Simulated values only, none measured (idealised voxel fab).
process module | voxel capacitor over wiring
cross-section cut | 235 nm wide | cells 5 nm
A cross-section is a grid of square cells, given in bands from the top down. A band is one or more rows of cells.
Each band's line starts with the height of the band's top and of its bottom, in nm. Then come its materials from left to right, each with its width in nm. One material with "throughout" fills the band from edge to edge. "air" is empty space.
Height 0 is the level under which the wafer as received is all one material. The lowest band goes on downwards, as in "0 down".
A width such as "30 to 40" changes by the same amount from each row of cells to the next, from the band's top row to its bottom row.
"no change" after a step means that no cell of the cross-section changed.
closed voids: empty space of 8 cells or more with no open way to the top, each as width x height at its distance from the left edge, in nm
after a step's settings: what the simulator itself notes on the step
overlay nm, on a step with a mask: how far to the right of its planned place the mask lay; to the left if negative
plan
1 op RECEIVE | material Si
2 op CONFORMAL_DEP | material SiO2 | thk nm 10
3 op DIRECTIONAL_DEP | material TiN | thk nm 5
4 op DIRECTIONAL_DEP | material Ru | thk nm 25
5 op DIRECTIONAL_DEP | material aC | thk nm 10
6 op PATTERN | tone cover | mask id METAL_1 | material resist | width nm 30 | pitch nm 85 | thk nm 30 | overlay nm 0
7 op DIRECTIONAL_ETCH | etch materials aC | depth nm 10
8 op STRIP | etch materials resist
9 op DIRECTIONAL_ETCH | etch materials Ru | depth nm 25
10 op DIRECTIONAL_ETCH | etch materials TiN | depth nm 5
11 op STRIP | etch materials aC
12 op CONFORMAL_DEP | material SiCN | thk nm 5
13 op FILL_DEP | material lowk | thk nm 5
14 op CMP | height nm 40
15 op CONFORMAL_DEP | material SiCN | thk nm 5
16 op DIRECTIONAL_DEP | material SiO2 | thk nm 10
17 op MASKED_ETCH | tone open | mask id PLUG_1 | width nm 15 | etch materials SiO2 | depth nm 10 | overlay nm 0
18 op MASKED_ETCH | tone open | mask id PLUG_1 | width nm 15 | etch materials SiCN | depth nm 5 | overlay nm 0
19 op EPI | material Ru | thk nm 10
20 op EPI | material Ru | thk nm 5
21 op DIRECTIONAL_DEP | material TiN | thk nm 10
22 op DIRECTIONAL_DEP | material Al2O3 | thk nm 5
23 op DIRECTIONAL_DEP | material TiN | thk nm 5
24 op DIRECTIONAL_DEP | material aC | thk nm 10
25 op PATTERN | tone cover | mask id UPPER_PLATE | material resist | width nm 60 | thk nm 30 | overlay nm 0
26 op DIRECTIONAL_ETCH | etch materials aC | depth nm 10
27 op STRIP | etch materials resist
28 op DIRECTIONAL_ETCH | etch materials TiN | depth nm 5
29 op DIRECTIONAL_ETCH | etch materials Al2O3 | depth nm 5
30 op STRIP | etch materials aC
31 op MASKED_ETCH | tone cover | mask id LOWER_PLATE | width nm 70 | etch materials TiN | depth nm 10 | overlay nm 0
32 op FILL_DEP | material SiO2 | thk nm 20
33 op CMP | height nm 90
34 op DIRECTIONAL_DEP | material aC | thk nm 15
35 op PATTERN | tone open | mask id PLUG_2 | material resist | width nm 15 | thk nm 30 | overlay nm 0
36 op DIRECTIONAL_ETCH | etch materials aC | depth nm 15
37 op STRIP | etch materials resist
38 op DIRECTIONAL_ETCH | etch materials SiO2 | depth nm 15
39 op STRIP | etch materials aC
40 op CONFORMAL_DEP | material TiN | thk nm 5
41 op FILL_DEP | material W | thk nm 5
42 op CMP | height nm 90
43 op CONFORMAL_DEP | material SiCN | thk nm 5
first wafer, as planned
as received, after step 1
  0 down: Si throughout
  closed voids: none
after step 2
  10 to 0: SiO2 throughout
  below 0: unchanged
after step 3
  15 to 10: TiN throughout
  below 10: unchanged
after step 4
  40 to 15: Ru throughout
  below 15: unchanged
after step 5
  50 to 40: aC throughout
  below 40: unchanged
after step 6
  80 to 50: air 60 | resist 30 | air 55 | resist 30 | air 60
  below 50: unchanged
after step 7
  70 to 50: air 60 | resist 30 | air 55 | resist 30 | air 60
  50 to 40: air 60 | aC 30 | air 55 | aC 30 | air 60
  below 40: unchanged
after step 8
  50 to 40: air 60 | aC 30 | air 55 | aC 30 | air 60
  below 40: unchanged
after step 9
  50 to 40: air 60 | aC 30 | air 55 | aC 30 | air 60
  40 to 15: air 60 | Ru 30 | air 55 | Ru 30 | air 60
  below 15: unchanged
after step 10
  50 to 40: air 60 | aC 30 | air 55 | aC 30 | air 60
  40 to 15: air 60 | Ru 30 | air 55 | Ru 30 | air 60
  15 to 10: air 60 | TiN 30 | air 55 | TiN 30 | air 60
  below 10: unchanged
after step 11
  40 to 15: air 60 | Ru 30 | air 55 | Ru 30 | air 60
  below 15: unchanged
after step 12
  45 to 40: air 55 | SiCN 40 | air 45 | SiCN 40 | air 55
  40 to 15: air 55 | SiCN 5 | Ru 30 | SiCN 5 | air 45 | SiCN 5 | Ru 30 | SiCN 5 | air 55
  15 to 10: SiCN 60 | TiN 30 | SiCN 55 | TiN 30 | SiCN 60
  below 10: unchanged
after step 13
  50 to 45: lowk throughout
  45 to 40: lowk 55 | SiCN 40 | lowk 45 | SiCN 40 | lowk 55
  40 to 15: lowk 55 | SiCN 5 | Ru 30 | SiCN 5 | lowk 45 | SiCN 5 | Ru 30 | SiCN 5 | lowk 55
  below 15: unchanged
after step 14
  40 to 15: lowk 55 | SiCN 5 | Ru 30 | SiCN 5 | lowk 45 | SiCN 5 | Ru 30 | SiCN 5 | lowk 55
  below 15: unchanged
after step 15
  45 to 40: SiCN throughout
  below 40: unchanged
after step 16
  55 to 45: SiO2 throughout
  below 45: unchanged
after step 17
  55 to 45: SiO2 75 | air 15 | SiO2 145
  below 45: unchanged
after step 18
  55 to 45: SiO2 75 | air 15 | SiO2 145
  45 to 40: SiCN 75 | air 15 | SiCN 145
  below 40: unchanged
after step 19
  55 to 50: SiO2 75 | air 15 | SiO2 145
  50 to 45: SiO2 75 | Ru 15 | SiO2 145
  45 to 40: SiCN 75 | Ru 15 | SiCN 145
  below 40: unchanged
after step 20
  55 to 45: SiO2 75 | Ru 15 | SiO2 145
  below 45: unchanged
after step 21
  65 to 55: TiN throughout
  below 55: unchanged
after step 22
  70 to 65: Al2O3 throughout
  below 65: unchanged
after step 23
  75 to 70: TiN throughout
  below 70: unchanged
after step 24
  85 to 75: aC throughout
  below 75: unchanged
after step 25
  115 to 85: air 75 | resist 60 | air 100
  below 85: unchanged
after step 26
  105 to 85: air 75 | resist 60 | air 100
  85 to 75: air 75 | aC 60 | air 100
  below 75: unchanged
after step 27
  85 to 75: air 75 | aC 60 | air 100
  below 75: unchanged
after step 28
  85 to 75: air 75 | aC 60 | air 100
  75 to 70: air 75 | TiN 60 | air 100
  below 70: unchanged
after step 29
  85 to 75: air 75 | aC 60 | air 100
  75 to 70: air 75 | TiN 60 | air 100
  70 to 65: air 75 | Al2O3 60 | air 100
  below 65: unchanged
after step 30
  75 to 70: air 75 | TiN 60 | air 100
  below 70: unchanged
after step 31
  75 to 70: air 75 | TiN 60 | air 100
  70 to 65: air 75 | Al2O3 60 | air 100
  65 to 55: air 70 | TiN 70 | air 95
  below 55: unchanged
after step 32
  95 to 75: SiO2 throughout
  75 to 70: SiO2 75 | TiN 60 | SiO2 100
  70 to 65: SiO2 75 | Al2O3 60 | SiO2 100
  65 to 55: SiO2 70 | TiN 70 | SiO2 95
  below 55: unchanged
after step 33
  90 to 75: SiO2 throughout
  below 75: unchanged
after step 34
  105 to 90: aC throughout
  below 90: unchanged
after step 35
  135 to 105: resist 85 | air 15 | resist 135
  below 105: unchanged
after step 36
  120 to 105: resist 85 | air 15 | resist 135
  105 to 90: aC 85 | air 15 | aC 135
  below 90: unchanged
after step 37
  105 to 90: aC 85 | air 15 | aC 135
  below 90: unchanged
after step 38
  105 to 90: aC 85 | air 15 | aC 135
  90 to 75: SiO2 85 | air 15 | SiO2 135
  below 75: unchanged
after step 39
  90 to 75: SiO2 85 | air 15 | SiO2 135
  below 75: unchanged
after step 40
  95 to 90: TiN 90 | air 5 | TiN 140
  90 to 80: SiO2 85 | TiN 5 | air 5 | TiN 5 | SiO2 135
  80 to 70: SiO2 85 to 75 | TiN 15 to 60 | SiO2 135 to 100
  below 70: unchanged
after step 41
  100 to 95: W throughout
  95 to 90: TiN 90 | W 5 | TiN 140
  90 to 80: SiO2 85 | TiN 5 | W 5 | TiN 5 | SiO2 135
  below 80: unchanged
after step 42
  90 to 80: SiO2 85 | TiN 5 | W 5 | TiN 5 | SiO2 135
  below 80: unchanged
after step 43
  95 to 90: SiCN throughout
  below 90: unchanged
second wafer: like start, like plan, one mistake. Through step 2 it matches the first wafer
when step 3 should have ended: no change
when step 4 should have ended
  35 to 10: Ru throughout
  below 10: unchanged
when step 5 should have ended
  45 to 35: aC throughout
  below 35: unchanged
when step 6 should have ended
  75 to 45: air 60 | resist 30 | air 55 | resist 30 | air 60
  below 45: unchanged
when step 7 should have ended
  65 to 45: air 60 | resist 30 | air 55 | resist 30 | air 60
  45 to 35: air 60 | aC 30 | air 55 | aC 30 | air 60
  below 35: unchanged
when step 8 should have ended
  45 to 35: air 60 | aC 30 | air 55 | aC 30 | air 60
  below 35: unchanged
when step 9 should have ended
  45 to 35: air 60 | aC 30 | air 55 | aC 30 | air 60
  35 to 10: air 60 | Ru 30 | air 55 | Ru 30 | air 60
  below 10: unchanged
when step 10 should have ended: no change
when step 11 should have ended
  35 to 10: air 60 | Ru 30 | air 55 | Ru 30 | air 60
  below 10: unchanged
when step 12 should have ended
  40 to 35: air 55 | SiCN 40 | air 45 | SiCN 40 | air 55
  35 to 15: air 55 | SiCN 5 | Ru 30 | SiCN 5 | air 45 | SiCN 5 | Ru 30 | SiCN 5 | air 55
  15 to 10: SiCN 60 | Ru 30 | SiCN 55 | Ru 30 | SiCN 60
  below 10: unchanged
when step 13 should have ended
  45 to 40: lowk throughout
  40 to 35: lowk 55 | SiCN 40 | lowk 45 | SiCN 40 | lowk 55
  35 to 15: lowk 55 | SiCN 5 | Ru 30 | SiCN 5 | lowk 45 | SiCN 5 | Ru 30 | SiCN 5 | lowk 55
  below 15: unchanged
when step 14 should have ended
  40 to 35: lowk 55 | SiCN 40 | lowk 45 | SiCN 40 | lowk 55
  below 35: unchanged
when step 15 should have ended
  45 to 40: SiCN throughout
  below 40: unchanged
when step 16 should have ended
  55 to 45: SiO2 throughout
  below 45: unchanged
when step 17 should have ended
  55 to 45: SiO2 75 | air 15 | SiO2 145
  below 45: unchanged
when step 18 should have ended
  55 to 45: SiO2 75 | air 15 | SiO2 145
  45 to 40: SiCN 75 | air 15 | SiCN 145
  below 40: unchanged
when step 19 should have ended: no change
when step 20 should have ended: no change
when step 21 should have ended
  65 to 55: TiN 75 | air 15 | TiN 145
  55 to 50: SiO2 75 | air 15 | SiO2 145
  50 to 45: SiO2 75 | TiN 15 | SiO2 145
  45 to 40: SiCN 75 | TiN 15 | SiCN 145
  below 40: unchanged
when step 22 should have ended
  70 to 65: Al2O3 75 | air 15 | Al2O3 145
  65 to 55: TiN 75 | air 15 | TiN 145
  55 to 50: SiO2 75 | Al2O3 15 | SiO2 145
  below 50: unchanged
when step 23 should have ended
  75 to 70: TiN 75 | air 15 | TiN 145
  70 to 65: Al2O3 75 | air 15 | Al2O3 145
  65 to 60: TiN 75 | air 15 | TiN 145
  60 to 55: TiN throughout
  below 55: unchanged
when step 24 should have ended
  85 to 75: aC 75 | air 15 | aC 145
  75 to 70: TiN 75 | air 15 | TiN 145
  70 to 65: Al2O3 75 | aC 15 | Al2O3 145
  65 to 60: TiN 75 | aC 15 | TiN 145
  below 60: unchanged
when step 25 should have ended
  115 to 85: air 75 | resist 60 | air 100
  85 to 75: aC 75 | resist 15 | aC 145
  75 to 70: TiN 75 | resist 15 | TiN 145
  below 70: unchanged
when step 26 should have ended
  105 to 85: air 75 | resist 60 | air 100
  85 to 75: air 75 | resist 15 | aC 45 | air 100
  below 75: unchanged
when step 27 should have ended
  85 to 75: air 90 | aC 45 | air 100
  75 to 70: TiN 75 | air 15 | TiN 145
  below 70: unchanged
when step 28 should have ended
  85 to 75: air 90 | aC 45 | air 100
  75 to 70: air 90 | TiN 45 | air 100
  below 70: unchanged
when step 29 should have ended
  85 to 75: air 90 | aC 45 | air 100
  75 to 70: air 90 | TiN 45 | air 100
  70 to 65: air 75 | aC 15 | Al2O3 45 | air 100
  below 65: unchanged
when step 30 should have ended
  75 to 70: air 90 | TiN 45 | air 100
  70 to 65: air 90 | Al2O3 45 | air 100
  65 to 60: TiN 75 | air 15 | TiN 145
  below 60: unchanged
when step 31 should have ended
  75 to 70: air 90 | TiN 45 | air 100
  70 to 65: air 90 | Al2O3 45 | air 100
  65 to 60: air 70 | TiN 5 | air 15 | TiN 50 | air 95
  60 to 55: air 70 | TiN 70 | air 95
  below 55: unchanged
when step 32 should have ended
  95 to 75: SiO2 throughout
  75 to 70: SiO2 90 | TiN 45 | SiO2 100
  70 to 65: SiO2 90 | Al2O3 45 | SiO2 100
  65 to 60: SiO2 70 | TiN 5 | SiO2 15 | TiN 50 | SiO2 95
  60 to 55: SiO2 70 | TiN 70 | SiO2 95
  below 55: unchanged
when step 33 should have ended
  90 to 75: SiO2 throughout
  below 75: unchanged
when step 34 should have ended
  105 to 90: aC throughout
  below 90: unchanged
when step 35 should have ended
  135 to 105: resist 85 | air 15 | resist 135
  below 105: unchanged
when step 36 should have ended
  120 to 105: resist 85 | air 15 | resist 135
  105 to 90: aC 85 | air 15 | aC 135
  below 90: unchanged
when step 37 should have ended
  105 to 90: aC 85 | air 15 | aC 135
  below 90: unchanged
when step 38 should have ended
  105 to 90: aC 85 | air 15 | aC 135
  90 to 75: SiO2 85 | air 15 | SiO2 135
  below 75: unchanged
when step 39 should have ended
  90 to 75: SiO2 85 | air 15 | SiO2 135
  below 75: unchanged
when step 40 should have ended
  95 to 90: TiN 90 | air 5 | TiN 140
  90 to 80: SiO2 85 | TiN 5 | air 5 | TiN 5 | SiO2 135
  80 to 70: SiO2 85 to 90 | TiN 15 to 45 | SiO2 135 to 100
  below 70: unchanged
when step 41 should have ended
  100 to 95: W throughout
  95 to 90: TiN 90 | W 5 | TiN 140
  90 to 80: SiO2 85 | TiN 5 | W 5 | TiN 5 | SiO2 135
  below 80: unchanged
when step 42 should have ended
  90 to 80: SiO2 85 | TiN 5 | W 5 | TiN 5 | SiO2 135
  below 80: unchanged
when step 43 should have ended
  95 to 90: SiCN throughout
  below 90: unchanged
what went wrong: step 3 was left out
at the end the second wafer has, in cells: 9 fewer of Ru | 12 more of SiCN | 9 more of SiO2 | 12 fewer of TiN
